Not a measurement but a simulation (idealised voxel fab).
This is a process module. Its name is voxel spacer lines.
Cross-sectional view cut (width: 175 nm; square cell size: 5 nm).
Format of a cross-section: grid, square cells. Given as bands. Order: top down. Band: one or more rows of cells. It is stipulated that each band's entry specify, in nanometres, the height of the top of the band and then that of its bottom, followed by the materials of the band in left-to-right sequence, each together with its width in nanometres. A single material marked by the word "edge to edge" is understood to fill the band from edge to edge; the word "air" is understood to denote empty space. Heads up on the height convention: 0 is the point under which the incoming wafer is all one material, and the lowest band has no bottom, it just keeps going down, like "from 0 down". Read "30..40" as a graded width: first number on top, second number at the bottom, same change between each pair of neighbouring rows. Given "remains unaltered" for a step, no cell of the cross-section differs between before and after that step. The label "Enclosed internal cavities" introduces a list of the empty spaces, 8 cells or larger, that have no open way up to the top; each entry in it reads width x height at distance, where the distance is taken from the left edge and all three are stated in nm. Formally, on a step line, whatever follows the settings is a remark that the simulator itself makes on the step. overlay nm: mask offset rightward from planned place, masked step; negative means leftward offset.
The planned process steps are enumerated hereunder
1 RECEIVE: material Si
2 CONFORMAL_DEP: material Al2O3, thk nm 10
3 DIRECTIONAL_DEP: material TiN, thk nm 15
4 DIRECTIONAL_DEP: material polySi, thk nm 25
5 PATTERN: tone cover, mask id MANDREL, material resist, width nm 25, pitch nm 70, thk nm 30, overlay nm 0
6 DIRECTIONAL_ETCH: etch materials polySi, depth nm 25
7 STRIP: etch materials resist
8 CONFORMAL_DEP: material SiN, thk nm 10
9 DIRECTIONAL_ETCH: etch materials SiN, depth nm 10
10 STRIP: etch materials polySi
11 DIRECTIONAL_ETCH: etch materials TiN, depth nm 15
12 STRIP: etch materials SiN
The first of a set of two wafers, run to plan
Delivered wafer in cross-section: state after step 1
- from 0 down = Si edge to edge
- Enclosed internal cavities: none
Wafer section view after processing step 2
- from 10 to 0 = Al2O3 edge to edge
- All layers under 0 are left as they were.
Wafer section view after processing step 3
- from 25 to 10 = TiN edge to edge
- All layers under 10 are left as they were.
Wafer section view after processing step 4
- from 50 to 25 = polySi edge to edge
- All layers under 25 are left as they were.
Wafer section view after processing step 5
- from 80 to 50 = 40 air / 25 resist / 45 air / 25 resist / 40 air
- All layers under 50 are left as they were.
Wafer section view after processing step 6
- from 80 to 50 = 40 air / 25 resist / 45 air / 25 resist / 40 air
- from 50 to 25 = 40 air / 25 polySi / 45 air / 25 polySi / 40 air
- All layers under 25 are left as they were.
Wafer section view after processing step 7
- from 50 to 25 = 40 air / 25 polySi / 45 air / 25 polySi / 40 air
- All layers under 25 are left as they were.
Wafer section view after processing step 8
- from 60 to 50 = 30 air / 45 SiN / 25 air / 45 SiN / 30 air
- from 50 to 35 = 30 air / 10 SiN / 25 polySi / 10 SiN / 25 air / 10 SiN / 25 polySi / 10 SiN / 30 air
- from 35 to 25 = 40 SiN / 25 polySi / 45 SiN / 25 polySi / 40 SiN
- All layers under 25 are left as they were.
Wafer section view after processing step 9
- from 50 to 25 = 30 air / 10 SiN / 25 polySi / 10 SiN / 25 air / 10 SiN / 25 polySi / 10 SiN / 30 air
- All layers under 25 are left as they were.
Wafer section view after processing step 10
- from 50 to 25 = 30 air / 10 SiN / 25 air / 10 SiN / 25 air / 10 SiN / 25 air / 10 SiN / 30 air
- All layers under 25 are left as they were.
Wafer section view after processing step 11
- from 50 to 25 = 30 air / 10 SiN / 25 air / 10 SiN / 25 air / 10 SiN / 25 air / 10 SiN / 30 air
- from 25 to 10 = 30 air / 10 TiN / 25 air / 10 TiN / 25 air / 10 TiN / 25 air / 10 TiN / 30 air
- All layers under 10 are left as they were.
Wafer section view after processing step 12
- from 25 to 10 = 30 air / 10 TiN / 25 air / 10 TiN / 25 air / 10 TiN / 25 air / 10 TiN / 30 air
- All layers under 10 are left as they were.
Second wafer, same starting conditions and recipe as the first, one mistake in executing it, nothing differs from the first up to and including step 4
Cross-section of the second wafer at the time by which step 5 should have been completed according to the plan
- from 80 to 50 = 50 air / 25 resist / 45 air / 25 resist / 30 air
- All layers under 50 are left as they were.
Cross-section of the second wafer at the time by which step 6 should have been completed according to the plan
- from 80 to 50 = 50 air / 25 resist / 45 air / 25 resist / 30 air
- from 50 to 25 = 50 air / 25 polySi / 45 air / 25 polySi / 30 air
- All layers under 25 are left as they were.
Cross-section of the second wafer at the time by which step 7 should have been completed according to the plan
- from 50 to 25 = 50 air / 25 polySi / 45 air / 25 polySi / 30 air
- All layers under 25 are left as they were.
Cross-section of the second wafer at the time by which step 8 should have been completed according to the plan
- from 60 to 50 = 40 air / 45 SiN / 25 air / 45 SiN / 20 air
- from 50 to 35 = 40 air / 10 SiN / 25 polySi / 10 SiN / 25 air / 10 SiN / 25 polySi / 10 SiN / 20 air
- from 35 to 25 = 50 SiN / 25 polySi / 45 SiN / 25 polySi / 30 SiN
- All layers under 25 are left as they were.
Cross-section of the second wafer at the time by which step 9 should have been completed according to the plan
- from 50 to 25 = 40 air / 10 SiN / 25 polySi / 10 SiN / 25 air / 10 SiN / 25 polySi / 10 SiN / 20 air
- All layers under 25 are left as they were.
Cross-section of the second wafer at the time by which step 10 should have been completed according to the plan
- from 50 to 25 = 40 air / 10 SiN / 25 air / 10 SiN / 25 air / 10 SiN / 25 air / 10 SiN / 20 air
- All layers under 25 are left as they were.
Cross-section of the second wafer at the time by which step 11 should have been completed according to the plan
- from 50 to 25 = 40 air / 10 SiN / 25 air / 10 SiN / 25 air / 10 SiN / 25 air / 10 SiN / 20 air
- from 25 to 10 = 40 air / 10 TiN / 25 air / 10 TiN / 25 air / 10 TiN / 25 air / 10 TiN / 20 air
- All layers under 10 are left as they were.
Cross-section of the second wafer at the time by which step 12 should have been completed according to the plan
- from 25 to 10 = 40 air / 10 TiN / 25 air / 10 TiN / 25 air / 10 TiN / 25 air / 10 TiN / 20 air
- All layers under 10 are left as they were.
Short version of what went wrong: step 5 changed vs plan, executed as PATTERN: tone cover, mask id MANDREL, material resist, width nm 25, pitch nm 70, thk nm 30, overlay nm 10
When the process is done, the second wafer contains the same cell count of every material as the first wafer, but distributed over other locations.
